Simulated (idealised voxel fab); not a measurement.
Title: Process Module voxel tone inversion
In the cross-section labelled cut, the width is 170 nm and each square cell is 5 nm.
Cross-section layout: square cells on a grid; listed as bands, top to bottom; a band spans one or more cell rows. Band entry format. Leading values: height of top, height of bottom, nm. Remainder: materials in left-to-right order, each with its width in nm. Special words: "edge to edge" on a single material, which then fills the band edge to edge; "empty", empty space. Height reference: 0 = level under which incoming wafer is all one material. Lowest band: no bottom, runs on downward, e.g. "from 0 down". You'd read "30->40" like this: the band's top row of cells is as wide as the first number, its bottom row is as wide as the second, and going down, every row changes width by the same amount as the row before did. When a step is marked "no change occurred", none of the cells in the cross-section changed during that step. Closed-off voids of 8+ cells (no open route to the top) go in "Enclosed empty spaces", written width x height at distance from the left edge, in nm. That trailing text on a step's line, after the settings, is the simulator's own remark on the step. Steps that use a mask can have "overlay nm" on their line. It says how far the mask sat to the right of where it was meant to be. Negative means to the left.

THE STEPS PLANNED FOR THE PROCESS ARE AS FOLLOWS
step 1: RECEIVE | material Si
step 2: CONFORMAL_DEP | material SiN | thk nm 5
step 3: DIRECTIONAL_DEP | material aC | thk nm 25
step 4: PATTERN | tone cover | mask id POSTS | material resist | width nm 15 | pitch nm 40 | thk nm 35 | overlay nm 0
step 5: DIRECTIONAL_ETCH | etch materials aC | depth nm 25
step 6: STRIP | etch materials resist
step 7: FILL_DEP | material SiO2 | thk nm 5
step 8: CMP | height nm 20
step 9: STRIP | etch materials aC
varied across the wafers: height nm of step 8. The plan shows the first wafer's value. All wafers start alike

CROSS-SECTION: THE FIRST OF SEVERAL WAFERS IN ITS AS-RECEIVED STATE, I.E. FOLLOWING STEP 1
* from 0 down | Si edge to edge
* Enclosed empty spaces: none

END OF THE MODULE, PAST ITS LAST STEP, STEP 9: HOW THE FIRST OF SEVERAL WAFERS LOOKS IN CROSS-SECTION
* from 20 to 5 | SiO2: 15  empty: 15  SiO2: 25  empty: 15  SiO2: 25  empty: 15  SiO2: 25  empty: 15  SiO2: 20
* from 5 to 0 | SiN edge to edge
* from 0 down | Si edge to edge
* Enclosed empty spaces: none

FINAL WAFER CROSS-SECTION AT MODULE END
* from 35 to 30 | SiO2 edge to edge
* from 30 to 5 | SiO2: 15  aC: 15  SiO2: 25  aC: 15  SiO2: 25  aC: 15  SiO2: 25  aC: 15  SiO2: 20
* from 5 to 0 | SiN edge to edge
* from 0 down | Si edge to edge
* Enclosed empty spaces: none

TAKE ANY ROW AND YOU HAVE A WAFER AT THE END OF THE MODULE: HOW MANY CELLS OF EACH MATERIAL IT HAS GAINED (+) OR LOST (-) SINCE IT WAS RECEIVED, AND THEN ITS CLOSED VOIDS
height nm 20; +34 SiN; +66 SiO2; Enclosed empty spaces: none
height nm 25; +34 SiN; +88 SiO2; Enclosed empty spaces: none
height nm 30; +34 SiN; +110 SiO2; Enclosed empty spaces: none
height nm 35; +34 SiN; +144 SiO2; +60 aC; Enclosed empty spaces: none
